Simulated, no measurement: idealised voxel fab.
The document below concerns the process module designated voxel transistor to metal.
Cross-sectional view cut (width: 270 nm; square cell size: 5 nm).
Think of the cross-section as a grid of square cells. We describe it in bands, top to bottom, and each band covers one or more rows of those cells.
It is stipulated that each band's entry specify, in nanometres, the height of the top of the band and then that of its bottom, followed by the materials of the band in left-to-right sequence, each together with its width in nanometres. A single material marked by the word "throughout" is understood to fill the band from edge to edge; the word "blank" is understood to denote empty space.
Counting heights begins at 0, where everything beneath is, in the wafer as received, one material. The lowest band has no bottom; it goes on downwards, as "0 -> down" shows.
Width spec "30..40" -> top row of cells at first value, bottom row at second value, equal per-row change in between.
Any step labelled "nothing altered" changed none of the cells in the cross-section.
The list in "Sealed-off cavities" covers empty spaces of 8 cells or more that cannot reach the top through any open way, and it gives each as width x height at distance; the distance is from the left edge, and width, height and distance are in nm.
Where a step's line continues beyond its settings, the continuation is a remark by the simulator itself on that step.
overlay nm: step with mask; distance mask lay right of planned place; negative value = left of planned place.
Everything after this point is organized in pairs: a cross-section before one process step, a cross-section after it that shows only as deep as the lowest changed band, and, under the pair, the intervening step with its settings. Because different runs of this module on the same starting wafer can supply different pairs, a pair continues from the pair above it only if its entry headed "Before the step" says so.

Before the step
55 -> 40 | SiO2 throughout
40 -> 25 | 55 SiO2  5 SiN  15 SiCN  5 SiN  110 SiO2  5 SiN  15 SiCN  5 SiN  55 SiO2
25 -> 15 | 55 SiO2  5 SiN  15 polySi  5 SiN  110 SiO2  5 SiN  15 polySi  5 SiN  55 SiO2
15 -> 0 | 35 SiO2  20 pSi  5 SiN  15 polySi  5 SiN  20 pSi  70 SiO2  20 pSi  5 SiN  15 polySi  5 SiN  20 pSi  35 SiO2
0 -> -5 | 10 SiO2  45 pSi  25 SiO2  45 pSi  20 SiO2  45 pSi  25 SiO2  45 pSi  10 SiO2
-5 -> -20 | 15 SiO2  40 pSi  25 Si  40 pSi  30 SiO2  40 pSi  25 Si  40 pSi  15 SiO2
-20 -> -30 | 15 SiO2  105 Si  30 SiO2  105 Si  15 SiO2
-30 -> down | Si throughout
Sealed-off cavities: none

Result of Step
70 -> 40 | SiO2 throughout
No changes below 40.
Sealed-off cavities: none
Between the two cross-sections above, the process step reads DIRECTIONAL_DEP [material SiO2] [thk nm 15]

Before the step: the state before this step is the cross-section shown after the step in the pair just above.

Result of Step
80 -> 70 | aC throughout
No changes below 70.
Sealed-off cavities: none
Between the two cross-sections above, the process step reads DIRECTIONAL_DEP [material aC] [thk nm 10]

Before the step: the state before this step is the cross-section shown after the step in the pair just above.

Result of Step
110 -> 80 | 20 resist  35 blank  25 resist  35 blank  40 resist  35 blank  25 resist  35 blank  20 resist
No changes below 80.
Sealed-off cavities: none
Between the two cross-sections above, the process step reads PATTERN [tone open] [mask id CONTACT] [material resist] [width nm 35] [thk nm 30] [overlay nm 0]

Before the step: the state before this step is the cross-section shown after the step in the pair just above.

Result of Step
100 -> 80 | 20 resist  35 blank  25 resist  35 blank  40 resist  35 blank  25 resist  35 blank  20 resist
80 -> 70 | 20 aC  35 blank  25 aC  35 blank  40 aC  35 blank  25 aC  35 blank  20 aC
No changes below 70.
Sealed-off cavities: none
Between the two cross-sections above, the process step reads DIRECTIONAL_ETCH [etch materials aC] [depth nm 10]

Before the step: the state before this step is the cross-section shown after the step in the pair just above.

Result of Step
80 -> 70 | 20 aC  35 blank  25 aC  35 blank  40 aC  35 blank  25 aC  35 blank  20 aC
No changes below 70.
Sealed-off cavities: none
Between the two cross-sections above, the process step reads STRIP [etch materials resist]

Before the step: the state before this step is the cross-section shown after the step in the pair just above.

Result of Step
80 -> 70 | 20 aC  35 blank  25 aC  35 blank  40 aC  35 blank  25 aC  35 blank  20 aC
70 -> 40 | 20 SiO2  35 blank  25 SiO2  35 blank  40 SiO2  35 blank  25 SiO2  35 blank  20 SiO2
40 -> 25 | 20 SiO2  35 blank  5 SiN  15 SiCN  5 SiN  35 blank  40 SiO2  35 blank  5 SiN  15 SiCN  5 SiN  35 blank  20 SiO2
25 -> 15 | 20 SiO2  35 blank  5 SiN  15 polySi  5 SiN  35 blank  40 SiO2  35 blank  5 SiN  15 polySi  5 SiN  35 blank  20 SiO2
No changes below 15.
Sealed-off cavities: none
Between the two cross-sections above, the process step reads DIRECTIONAL_ETCH [etch materials SiO2] [depth nm 55]

Before the step: the state before this step is the cross-section shown after the step in the pair just above.

Result of Step
70 -> 40 | 20 SiO2  35 blank  25 SiO2  35 blank  40 SiO2  35 blank  25 SiO2  35 blank  20 SiO2
No changes below 40.
Sealed-off cavities: none
Between the two cross-sections above, the process step reads STRIP [etch materials aC]

Before the step: the state before this step is the cross-section shown after the step in the pair just above.

Result of Step
75 -> 70 | 25 TiN  25 blank  35 TiN  25 blank  50 TiN  25 blank  35 TiN  25 blank  25 TiN
70 -> 40 | 20 SiO2  5 TiN  25 blank  5 TiN  25 SiO2  5 TiN  25 blank  5 TiN  40 SiO2  5 TiN  25 blank  5 TiN  25 SiO2  5 TiN  25 blank  5 TiN  20 SiO2
40 -> 25 | 20 SiO2  5 TiN  25 blank  5 TiN  5 SiN  15 SiCN  5 SiN  5 TiN  25 blank  5 TiN  40 SiO2  5 TiN  25 blank  5 TiN  5 SiN  15 SiCN  5 SiN  5 TiN  25 blank  5 TiN  20 SiO2
25 -> 20 | 20 SiO2  5 TiN  25 blank  5 TiN  5 SiN  15 polySi  5 SiN  5 TiN  25 blank  5 TiN  40 SiO2  5 TiN  25 blank  5 TiN  5 SiN  15 polySi  5 SiN  5 TiN  25 blank  5 TiN  20 SiO2
20 -> 15 | 20 SiO2  35 TiN  5 SiN  15 polySi  5 SiN  35 TiN  40 SiO2  35 TiN  5 SiN  15 polySi  5 SiN  35 TiN  20 SiO2
No changes below 15.
Sealed-off cavities: none
Between the two cross-sections above, the process step reads CONFORMAL_DEP [material TiN] [thk nm 5]

Before the step: the state before this step is the cross-section shown after the step in the pair just above.

Result of Step
80 -> 75 | W throughout
75 -> 70 | 25 TiN  25 W  35 TiN  25 W  50 TiN  25 W  35 TiN  25 W  25 TiN
70 -> 40 | 20 SiO2  5 TiN  25 W  5 TiN  25 SiO2  5 TiN  25 W  5 TiN  40 SiO2  5 TiN  25 W  5 TiN  25 SiO2  5 TiN  25 W  5 TiN  20 SiO2
40 -> 25 | 20 SiO2  5 TiN  25 W  5 TiN  5 SiN  15 SiCN  5 SiN  5 TiN  25 W  5 TiN  40 SiO2  5 TiN  25 W  5 TiN  5 SiN  15 SiCN  5 SiN  5 TiN  25 W  5 TiN  20 SiO2
25 -> 20 | 20 SiO2  5 TiN  25 W  5 TiN  5 SiN  15 polySi  5 SiN  5 TiN  25 W  5 TiN  40 SiO2  5 TiN  25 W  5 TiN  5 SiN  15 polySi  5 SiN  5 TiN  25 W  5 TiN  20 SiO2
No changes below 20.
Sealed-off cavities: none
Between the two cross-sections above, the process step reads FILL_DEP [material W] [thk nm 5]

Before the step: the state before this step is the cross-section shown after the step in the pair just above.

Result of Step
55 -> 40 | 20 SiO2  5 TiN  25 W  5 TiN  25 SiO2  5 TiN  25 W  5 TiN  40 SiO2  5 TiN  25 W  5 TiN  25 SiO2  5 TiN  25 W  5 TiN  20 SiO2
No changes below 40.
Sealed-off cavities: none
Between the two cross-sections above, the process step reads CMP [height nm 55]

Before the step: the state before this step is the cross-section shown after the step in the pair just above.

Result of Step
60 -> 55 | TiN throughout
No changes below 55.
Sealed-off cavities: none
Between the two cross-sections above, the process step reads DIRECTIONAL_DEP [material TiN] [thk nm 5]

Before the step: the state before this step is the cross-section shown after the step in the pair just above.

Result of Step
80 -> 60 | W throughout
No changes below 60.
Sealed-off cavities: none
Between the two cross-sections above, the process step reads DIRECTIONAL_DEP [material W] [thk nm 20]

Before the step: the state before this step is the cross-section shown after the step in the pair just above.

Result of Step
80 -> 60 | 20 blank  20 W  55 blank  20 W  40 blank  20 W  55 blank  20 W  20 blank
No changes below 60.
Sealed-off cavities: none
Between the two cross-sections above, the process step reads MASKED_ETCH [tone cover] [mask id METAL_1] [width nm 20] [etch materials W] [depth nm 20] [overlay nm 0]

Before the step: the state before this step is the cross-section shown after the step in the pair just above.

Result of Step
80 -> 60 | 20 blank  20 W  55 blank  20 W  40 blank  20 W  55 blank  20 W  20 blank
60 -> 55 | 20 blank  20 TiN  55 blank  20 TiN  40 blank  20 TiN  55 blank  20 TiN  20 blank
No changes below 55.
Sealed-off cavities: none
Between the two cross-sections above, the process step reads MASKED_ETCH [tone cover] [mask id METAL_1] [width nm 20] [etch materials TiN] [depth nm 5] [overlay nm 0]

Before the step: the state before this step is the cross-section shown after the step in the pair just above.

Result of Step
85 -> 80 | 15 blank  30 SiN  45 blank  30 SiN  30 blank  30 SiN  45 blank  30 SiN  15 blank
80 -> 60 | 15 blank  5 SiN  20 W  5 SiN  45 blank  5 SiN  20 W  5 SiN  30 blank  5 SiN  20 W  5 SiN  45 blank  5 SiN  20 W  5 SiN  15 blank
60 -> 55 | 20 SiN  20 TiN  55 SiN  20 TiN  40 SiN  20 TiN  55 SiN  20 TiN  20 SiN
No changes below 55.
Sealed-off cavities: none
Between the two cross-sections above, the process step reads CONFORMAL_DEP [material SiN] [thk nm 5]

Before the step: the state before this step is the cross-section shown after the step in the pair just above.

Result of Step
90 -> 85 | SiO2 throughout
85 -> 80 | 15 SiO2  30 SiN  45 SiO2  30 SiN  30 SiO2  30 SiN  45 SiO2  30 SiN  15 SiO2
80 -> 60 | 15 SiO2  5 SiN  20 W  5 SiN  45 SiO2  5 SiN  20 W  5 SiN  30 SiO2  5 SiN  20 W  5 SiN  45 SiO2  5 SiN  20 W  5 SiN  15 SiO2
No changes below 60.
Sealed-off cavities: none
Between the two cross-sections above, the process step reads FILL_DEP [material SiO2] [thk nm 5]

Before the step: the state before this step is the cross-section shown after the step in the pair just above.

Result of Step
80 -> 60 | 15 SiO2  5 SiN  20 W  5 SiN  45 SiO2  5 SiN  20 W  5 SiN  30 SiO2  5 SiN  20 W  5 SiN  45 SiO2  5 SiN  20 W  5 SiN  15 SiO2
No changes below 60.
Sealed-off cavities: none
Between the two cross-sections above, the process step reads CMP [height nm 80]

Before the step: the state before this step is the cross-section shown after the step in the pair just above.

Result of Step
85 -> 80 | SiCN throughout
No changes below 80.
Sealed-off cavities: none
Between the two cross-sections above, the process step reads CONFORMAL_DEP [material SiCN] [thk nm 5]

Before the step: the state before this step is the cross-section shown after the step in the pair just above.

Result of Step
120 -> 85 | lowk throughout
No changes below 85.
Sealed-off cavities: none
Between the two cross-sections above, the process step reads DIRECTIONAL_DEP [material lowk] [thk nm 35]

Before the step: the state before this step is the cross-section shown after the step in the pair just above.

Result of Step
135 -> 120 | aC throughout
No changes below 120.
Sealed-off cavities: none
Between the two cross-sections above, the process step reads DIRECTIONAL_DEP [material aC] [thk nm 15]

Before the step: the state before this step is the cross-section shown after the step in the pair just above.

Result of Step
170 -> 135 | 20 resist  15 blank  120 resist  15 blank  100 resist
No changes below 135.
Sealed-off cavities: none
Between the two cross-sections above, the process step reads PATTERN [tone open] [mask id METAL_2_HOLES] [material resist] [width nm 15] [pitch nm 135] [thk nm 35] [overlay nm 0]

Before the step: the state before this step is the cross-section shown after the step in the pair just above.

Result of Step
155 -> 135 | 20 resist  15 blank  120 resist  15 blank  100 resist
135 -> 120 | 20 aC  15 blank  120 aC  15 blank  100 aC
No changes below 120.
Sealed-off cavities: none
Between the two cross-sections above, the process step reads DIRECTIONAL_ETCH [etch materials aC] [depth nm 15]

Before the step: the state before this step is the cross-section shown after the step in the pair just above.

Result of Step
135 -> 120 | 20 aC  15 blank  120 aC  15 blank  100 aC
No changes below 120.
Sealed-off cavities: none
Between the two cross-sections above, the process step reads STRIP [etch materials resist]

Before the step: the state before this step is the cross-section shown after the step in the pair just above.

Result of Step
135 -> 120 | 20 aC  15 blank  120 aC  15 blank  100 aC
120 -> 85 | 20 lowk  15 blank  120 lowk  15 blank  100 lowk
No changes below 85.
Sealed-off cavities: none
Between the two cross-sections above, the process step reads DIRECTIONAL_ETCH [etch materials lowk] [depth nm 35]

Before the step: the state before this step is the cross-section shown after the step in the pair just above.

Result of Step
120 -> 85 | 20 lowk  15 blank  120 lowk  15 blank  100 lowk
No changes below 85.
Sealed-off cavities: none
Between the two cross-sections above, the process step reads STRIP [etch materials aC]

Before the step: the state before this step is the cross-section shown after the step in the pair just above.

Result of Step
130 -> 120 | 20 aC  15 blank  120 aC  15 blank  100 aC
120 -> 95 | 20 lowk  15 blank  120 lowk  15 blank  100 lowk
95 -> 85 | 20 lowk  15 aC  120 lowk  15 aC  100 lowk
No changes below 85.
Sealed-off cavities: none
Between the two cross-sections above, the process step reads DIRECTIONAL_DEP [material aC] [thk nm 10]

Before the step: the state before this step is the cross-section shown after the step in the pair just above.

Result of Step
160 -> 130 | 20 resist  20 blank  115 resist  20 blank  95 resist
No changes below 130.
Sealed-off cavities: none
Between the two cross-sections above, the process step reads PATTERN [tone open] [mask id METAL_2] [material resist] [width nm 20] [pitch nm 135] [thk nm 30] [overlay nm 0]

Before the step: the state before this step is the cross-section shown after the step in the pair just above.

Result of Step
150 -> 130 | 20 resist  20 blank  115 resist  20 blank  95 resist
130 -> 120 | 20 aC  20 blank  115 aC  20 blank  95 aC
120 -> 85 | 20 lowk  15 blank  120 lowk  15 blank  100 lowk
No changes below 85.
Sealed-off cavities: none
Between the two cross-sections above, the process step reads DIRECTIONAL_ETCH [etch materials aC] [depth nm 10]

Before the step: the state before this step is the cross-section shown after the step in the pair just above.

Result of Step
130 -> 120 | 20 aC  20 blank  115 aC  20 blank  95 aC
No changes below 120.
Sealed-off cavities: none
Between the two cross-sections above, the process step reads STRIP [etch materials resist]

Before the step: the state before this step is the cross-section shown after the step in the pair just above.

Result of Step
130 -> 120 | 20 aC  20 blank  115 aC  20 blank  95 aC
120 -> 100 | 20 lowk  20 blank  115 lowk  20 blank  95 lowk
No changes below 100.
Sealed-off cavities: none
Between the two cross-sections above, the process step reads DIRECTIONAL_ETCH [etch materials lowk] [depth nm 20]

Before the step: the state before this step is the cross-section shown after the step in the pair just above.

Result of Step
130 -> 120 | 20 aC  20 blank  115 aC  20 blank  95 aC
120 -> 100 | 20 lowk  20 blank  115 lowk  20 blank  95 lowk
100 -> 85 | 20 lowk  15 blank  120 lowk  15 blank  100 lowk
85 -> 80 | 20 SiCN  15 blank  120 SiCN  15 blank  100 SiCN
No changes below 80.
Sealed-off cavities: none
Between the two cross-sections above, the process step reads DIRECTIONAL_ETCH [etch materials SiCN] [depth nm 5]

Before the step: the state before this step is the cross-section shown after the step in the pair just above.

Result of Step
120 -> 100 | 20 lowk  20 blank  115 lowk  20 blank  95 lowk
No changes below 100.
Sealed-off cavities: none
Between the two cross-sections above, the process step reads STRIP [etch materials aC]

Before the step: the state before this step is the cross-section shown after the step in the pair just above.

Result of Step
125 -> 120 | 25 TiN  10 blank  125 TiN  10 blank  100 TiN
120 -> 105 | 20 lowk  5 TiN  10 blank  5 TiN  115 lowk  5 TiN  10 blank  5 TiN  95 lowk
105 -> 100 | 20 lowk  5 TiN  5 blank  10 TiN  115 lowk  5 TiN  5 blank  10 TiN  95 lowk
100 -> 85 | 20 lowk  5 TiN  5 blank  5 TiN  120 lowk  5 TiN  5 blank  5 TiN  100 lowk
85 -> 80 | 20 SiCN  15 TiN  120 SiCN  15 TiN  100 SiCN
No changes below 80.
Sealed-off cavities: none
Between the two cross-sections above, the process step reads CONFORMAL_DEP [material TiN] [thk nm 5]

Before the step: the state before this step is the cross-section shown after the step in the pair just above.

Result of Step
130 -> 125 | Cu throughout
125 -> 120 | 25 TiN  10 Cu  125 TiN  10 Cu  100 TiN
120 -> 105 | 20 lowk  5 TiN  10 Cu  5 TiN  115 lowk  5 TiN  10 Cu  5 TiN  95 lowk
105 -> 100 | 20 lowk  5 TiN  5 Cu  10 TiN  115 lowk  5 TiN  5 Cu  10 TiN  95 lowk
100 -> 85 | 20 lowk  5 TiN  5 Cu  5 TiN  120 lowk  5 TiN  5 Cu  5 TiN  100 lowk
No changes below 85.
Sealed-off cavities: none
Between the two cross-sections above, the process step reads FILL_DEP [material Cu] [thk nm 5]

Before the step: the state before this step is the cross-section shown after the step in the pair just above.

Result of Step
120 -> 105 | 20 lowk  5 TiN  10 Cu  5 TiN  115 lowk  5 TiN  10 Cu  5 TiN  95 lowk
No changes below 105.
Sealed-off cavities: none
Between the two cross-sections above, the process step reads CMP [height nm 120]

Before the step: the state before this step is the cross-section shown after the step in the pair just above.

Result of Step
125 -> 120 | SiCN throughout
No changes below 120.
Sealed-off cavities: none
Between the two cross-sections above, the process step reads CONFORMAL_DEP [material SiCN] [thk nm 5]

Before the step
80 -> 60 | 15 SiO2  5 SiN  20 W  5 SiN  45 SiO2  5 SiN  20 W  5 SiN  30 SiO2  5 SiN  20 W  5 SiN  45 SiO2  5 SiN  20 W  5 SiN  15 SiO2
60 -> 55 | 20 SiN  20 TiN  55 SiN  20 TiN  40 SiN  20 TiN  55 SiN  20 TiN  20 SiN
55 -> 40 | 20 SiO2  5 TiN  25 W  5 TiN  25 SiO2  5 TiN  25 W  5 TiN  40 SiO2  5 TiN  25 W  5 TiN  25 SiO2  5 TiN  25 W  5 TiN  20 SiO2
40 -> 25 | 20 SiO2  5 TiN  25 W  5 TiN  5 SiN  15 SiCN  5 SiN  5 TiN  25 W  5 TiN  40 SiO2  5 TiN  25 W  5 TiN  5 SiN  15 SiCN  5 SiN  5 TiN  25 W  5 TiN  20 SiO2
25 -> 15 | 20 SiO2  5 TiN  25..5 W  5..25 TiN  5 SiN  15 polySi  5 SiN  5..25 TiN  25..5 W  5 TiN  40 SiO2  5 TiN  25..5 W  5..25 TiN  5 SiN  15 polySi  5 SiN  5..25 TiN  25..5 W  5 TiN  20 SiO2
15 -> 5 | 20 SiO2  5 TiN  5 W  5 TiN  20 pSi  5 SiN  15 polySi  5 SiN  20 pSi  5 TiN  5 W  5 TiN  40 SiO2  5 TiN  5 W  5 TiN  20 pSi  5 SiN  15 polySi  5 SiN  20 pSi  5 TiN  5 W  5 TiN  20 SiO2
5 -> 0 | 20 SiO2  15 TiN  20 pSi  5 SiN  15 polySi  5 SiN  20 pSi  15 TiN  40 SiO2  15 TiN  20 pSi  5 SiN  15 polySi  5 SiN  20 pSi  15 TiN  20 SiO2
0 -> -5 | 10 SiO2  45 pSi  25 SiO2  45 pSi  20 SiO2  45 pSi  25 SiO2  45 pSi  10 SiO2
-5 -> -20 | 15 SiO2  40 pSi  25 Si  40 pSi  30 SiO2  40 pSi  25 Si  40 pSi  15 SiO2
-20 -> -30 | 15 SiO2  105 Si  30 SiO2  105 Si  15 SiO2
-30 -> down | Si throughout
Sealed-off cavities: none

Result of Step
115 -> 80 | lowk throughout
No changes below 80.
Sealed-off cavities: none
Between the two cross-sections above, the process step reads DIRECTIONAL_DEP [material lowk] [thk nm 35]

Before the step: the state before this step is the cross-section shown after the step in the pair just above.

Result of Step
120 -> 115 | SiCN throughout
No changes below 115.
Sealed-off cavities: none
Between the two cross-sections above, the process step reads CONFORMAL_DEP [material SiCN] [thk nm 5]

Before the step: the state before this step is the cross-section shown after the step in the pair just above.

Result of Step
135 -> 120 | aC throughout
No changes below 120.
Sealed-off cavities: none
Between the two cross-sections above, the process step reads DIRECTIONAL_DEP [material aC] [thk nm 15]

Before the step: the state before this step is the cross-section shown after the step in the pair just above.

Result of Step
170 -> 135 | 20 resist  15 blank  120 resist  15 blank  100 resist
No changes below 135.
Sealed-off cavities: none
Between the two cross-sections above, the process step reads PATTERN [tone open] [mask id METAL_2_HOLES] [material resist] [width nm 15] [pitch nm 135] [thk nm 35] [overlay nm 0]

Before the step: the state before this step is the cross-section shown after the step in the pair just above.

Result of Step
155 -> 135 | 20 resist  15 blank  120 resist  15 blank  100 resist
135 -> 120 | 20 aC  15 blank  120 aC  15 blank  100 aC
No changes below 120.
Sealed-off cavities: none
Between the two cross-sections above, the process step reads DIRECTIONAL_ETCH [etch materials aC] [depth nm 15]

Before the step: the state before this step is the cross-section shown after the step in the pair just above.

Result of Step
135 -> 120 | 20 aC  15 blank  120 aC  15 blank  100 aC
No changes below 120.
Sealed-off cavities: none
Between the two cross-sections above, the process step reads STRIP [etch materials resist]

Before the step: the state before this step is the cross-section shown after the step in the pair just above.

Result of Step
120 -> 115 | SiCN throughout
No changes below 115.
Sealed-off cavities: none
Between the two cross-sections above, the process step reads STRIP [etch materials aC]

Before the step: the state before this step is the cross-section shown after the step in the pair just above.

Result of Step
130 -> 120 | aC throughout
No changes below 120.
Sealed-off cavities: none
Between the two cross-sections above, the process step reads DIRECTIONAL_DEP [material aC] [thk nm 10]

Before the step: the state before this step is the cross-section shown after the step in the pair just above.

Result of Step
160 -> 130 | 20 resist  20 blank  115 resist  20 blank  95 resist
No changes below 130.
Sealed-off cavities: none
Between the two cross-sections above, the process step reads PATTERN [tone open] [mask id METAL_2] [material resist] [width nm 20] [pitch nm 135] [thk nm 30] [overlay nm 0]

Before the step: the state before this step is the cross-section shown after the step in the pair just above.

Result of Step
150 -> 130 | 20 resist  20 blank  115 resist  20 blank  95 resist
130 -> 120 | 20 aC  20 blank  115 aC  20 blank  95 aC
No changes below 120.
Sealed-off cavities: none
Between the two cross-sections above, the process step reads DIRECTIONAL_ETCH [etch materials aC] [depth nm 10]

Before the step: the state before this step is the cross-section shown after the step in the pair just above.

Result of Step
130 -> 120 | 20 aC  20 blank  115 aC  20 blank  95 aC
No changes below 120.
Sealed-off cavities: none
Between the two cross-sections above, the process step reads STRIP [etch materials resist]

Before the step: the state before this step is the cross-section shown after the step in the pair just above.

Result of Step
130 -> 120 | 20 aC  20 blank  115 aC  20 blank  95 aC
120 -> 115 | 20 SiCN  20 blank  115 SiCN  20 blank  95 SiCN
No changes below 115.
Sealed-off cavities: none
Between the two cross-sections above, the process step reads DIRECTIONAL_ETCH [etch materials SiCN] [depth nm 5]

Before the step: the state before this step is the cross-section shown after the step in the pair just above.

Result of Step
120 -> 115 | 20 SiCN  20 blank  115 SiCN  20 blank  95 SiCN
No changes below 115.
Sealed-off cavities: none
Between the two cross-sections above, the process step reads STRIP [etch materials aC]

Before the step: the state before this step is the cross-section shown after the step in the pair just above.

Result of Step
125 -> 120 | 25 TiN  10 blank  125 TiN  10 blank  100 TiN
120 -> 115 | 20 SiCN  20 TiN  115 SiCN  20 TiN  95 SiCN
No changes below 115.
Sealed-off cavities: none
Between the two cross-sections above, the process step reads CONFORMAL_DEP [material TiN] [thk nm 5]

Before the step: the state before this step is the cross-section shown after the step in the pair just above.

Result of Step
130 -> 125 | Cu throughout
125 -> 120 | 25 TiN  10 Cu  125 TiN  10 Cu  100 TiN
No changes below 120.
Sealed-off cavities: none
Between the two cross-sections above, the process step reads FILL_DEP [material Cu] [thk nm 5]

Before the step: the state before this step is the cross-section shown after the step in the pair just above.

Result of Step
120 -> 115 | 20 SiCN  20 TiN  115 SiCN  20 TiN  95 SiCN
No changes below 115.
Sealed-off cavities: none
Between the two cross-sections above, the process step reads CMP [height nm 120]

Before the step: the state before this step is the cross-section shown after the step in the pair just above.

Result of Step
125 -> 120 | SiCN throughout
No changes below 120.
Sealed-off cavities: none
Between the two cross-sections above, the process step reads CONFORMAL_DEP [material SiCN] [thk nm 5]

Before the step
0 -> -30 | 15 SiO2  105 Si  30 SiO2  105 Si  15 SiO2
-30 -> down | Si throughout
Sealed-off cavities: none

Result of Step
0 -> -10 | SiO2 throughout
No changes below -10.
Sealed-off cavities: none
Between the two cross-sections above, the process step reads OXIDIZE [depth nm 10]

Before the step: the state before this step is the cross-section shown after the step in the pair just above.

Result of Step
25 -> 0 | polySi throughout
No changes below 0.
Sealed-off cavities: none
Between the two cross-sections above, the process step reads DIRECTIONAL_DEP [material polySi] [thk nm 25]

Before the step: the state before this step is the cross-section shown after the step in the pair just above.

Result of Step
40 -> 25 | SiCN throughout
No changes below 25.
Sealed-off cavities: none
Between the two cross-sections above, the process step reads DIRECTIONAL_DEP [material SiCN] [thk nm 15]

Before the step: the state before this step is the cross-section shown after the step in the pair just above.

Result of Step
40 -> 25 | 60 blank  15 SiCN  120 blank  15 SiCN  60 blank
No changes below 25.
Sealed-off cavities: none
Between the two cross-sections above, the process step reads MASKED_ETCH [tone cover] [mask id GATE] [width nm 15] [pitch nm 135] [etch materials SiCN] [depth nm 25] [overlay nm 0]

Before the step: the state before this step is the cross-section shown after the step in the pair just above.

Result of Step
40 -> 25 | 60 blank  15 SiCN  120 blank  15 SiCN  60 blank
25 -> 0 | 60 blank  15 polySi  120 blank  15 polySi  60 blank
No changes below 0.
Sealed-off cavities: none
Between the two cross-sections above, the process step reads MASKED_ETCH [tone cover] [mask id GATE] [width nm 15] [pitch nm 135] [etch materials polySi] [depth nm 35] [overlay nm 0]

Before the step: the state before this step is the cross-section shown after the step in the pair just above.

Result of Step
45 -> 40 | 55 blank  25 SiN  110 blank  25 SiN  55 blank
40 -> 25 | 55 blank  5 SiN  15 SiCN  5 SiN  110 blank  5 SiN  15 SiCN  5 SiN  55 blank
25 -> 5 | 55 blank  5 SiN  15 polySi  5 SiN  110 blank  5 SiN  15 polySi  5 SiN  55 blank
5 -> 0 | 60 SiN  15 polySi  120 SiN  15 polySi  60 SiN
No changes below 0.
Sealed-off cavities: none
Between the two cross-sections above, the process step reads CONFORMAL_DEP [material SiN] [thk nm 5]

Before the step: the state before this step is the cross-section shown after the step in the pair just above.

Result of Step
40 -> 25 | 55 blank  5 SiN  15 SiCN  5 SiN  110 blank  5 SiN  15 SiCN  5 SiN  55 blank
25 -> 0 | 55 blank  5 SiN  15 polySi  5 SiN  110 blank  5 SiN  15 polySi  5 SiN  55 blank
No changes below 0.
Sealed-off cavities: none
Between the two cross-sections above, the process step reads DIRECTIONAL_ETCH [etch materials SiN] [depth nm 5]

Before the step: the state before this step is the cross-section shown after the step in the pair just above.

Result of Step
40 -> 25 | 55 blank  5 SiN  15 SiCN  5 SiN  110 blank  5 SiN  15 SiCN  5 SiN  55 blank
25 -> 0 | 55 blank  5 SiN  15 polySi  5 SiN  110 blank  5 SiN  15 polySi  5 SiN  55 blank
0 -> -5 | 55 blank  25 SiO2  110 blank  25 SiO2  55 blank
No changes below -5.
Sealed-off cavities: none
Between the two cross-sections above, the process step reads DIRECTIONAL_ETCH [etch materials SiO2] [depth nm 5]

Before the step: the state before this step is the cross-section shown after the step in the pair just above.

Result of Step
45 -> 40 | SiO2 throughout
40 -> 25 | 55 SiO2  5 SiN  15 SiCN  5 SiN  110 SiO2  5 SiN  15 SiCN  5 SiN  55 SiO2
25 -> 0 | 55 SiO2  5 SiN  15 polySi  5 SiN  110 SiO2  5 SiN  15 polySi  5 SiN  55 SiO2
0 -> -10 | SiO2 throughout
No changes below -10.
Sealed-off cavities: none
Between the two cross-sections above, the process step reads FILL_DEP [material SiO2] [thk nm 5]

Before the step: the state before this step is the cross-section shown after the step in the pair just above.

Result of Step
40 -> 25 | 55 SiO2  5 SiN  15 SiCN  5 SiN  110 SiO2  5 SiN  15 SiCN  5 SiN  55 SiO2
No changes below 25.
Sealed-off cavities: none
Between the two cross-sections above, the process step reads CMP [height nm 40]

Before the step: the state before this step is the cross-section shown after the step in the pair just above.

Result of Step
55 -> 40 | SiO2 throughout
No changes below 40.
Sealed-off cavities: none
Between the two cross-sections above, the process step reads DIRECTIONAL_DEP [material SiO2] [thk nm 15]

Before the step: the state before this step is the cross-section shown after the step in the pair just above.

Result of Step
65 -> 55 | aC throughout
No changes below 55.
Sealed-off cavities: none
Between the two cross-sections above, the process step reads DIRECTIONAL_DEP [material aC] [thk nm 10]

Before the step: the state before this step is the cross-section shown after the step in the pair just above.

Result of Step
95 -> 65 | 20 resist  35 blank  25 resist  35 blank  40 resist  35 blank  25 resist  35 blank  20 resist
No changes below 65.
Sealed-off cavities: none
Between the two cross-sections above, the process step reads PATTERN [tone open] [mask id CONTACT] [material resist] [width nm 35] [thk nm 30] [overlay nm 0]

Before the step: the state before this step is the cross-section shown after the step in the pair just above.

Result of Step
85 -> 65 | 20 resist  35 blank  25 resist  35 blank  40 resist  35 blank  25 resist  35 blank  20 resist
65 -> 55 | 20 aC  35 blank  25 aC  35 blank  40 aC  35 blank  25 aC  35 blank  20 aC
No changes below 55.
Sealed-off cavities: none
Between the two cross-sections above, the process step reads DIRECTIONAL_ETCH [etch materials aC] [depth nm 10]

Before the step: the state before this step is the cross-section shown after the step in the pair just above.

Result of Step
65 -> 55 | 20 aC  35 blank  25 aC  35 blank  40 aC  35 blank  25 aC  35 blank  20 aC
No changes below 55.
Sealed-off cavities: none
Between the two cross-sections above, the process step reads STRIP [etch materials resist]

Before the step: the state before this step is the cross-section shown after the step in the pair just above.

Result of Step
65 -> 55 | 20 aC  35 blank  25 aC  35 blank  40 aC  35 blank  25 aC  35 blank  20 aC
55 -> 40 | 20 SiO2  35 blank  25 SiO2  35 blank  40 SiO2  35 blank  25 SiO2  35 blank  20 SiO2
40 -> 25 | 20 SiO2  35 blank  5 SiN  15 SiCN  5 SiN  35 blank  40 SiO2  35 blank  5 SiN  15 SiCN  5 SiN  35 blank  20 SiO2
25 -> 0 | 20 SiO2  35 blank  5 SiN  15 polySi  5 SiN  35 blank  40 SiO2  35 blank  5 SiN  15 polySi  5 SiN  35 blank  20 SiO2
No changes below 0.
Sealed-off cavities: none
Between the two cross-sections above, the process step reads DIRECTIONAL_ETCH [etch materials SiO2] [depth nm 55]

Before the step: the state before this step is the cross-section shown after the step in the pair just above.

Result of Step
55 -> 40 | 20 SiO2  35 blank  25 SiO2  35 blank  40 SiO2  35 blank  25 SiO2  35 blank  20 SiO2
No changes below 40.
Sealed-off cavities: none
Between the two cross-sections above, the process step reads STRIP [etch materials aC]
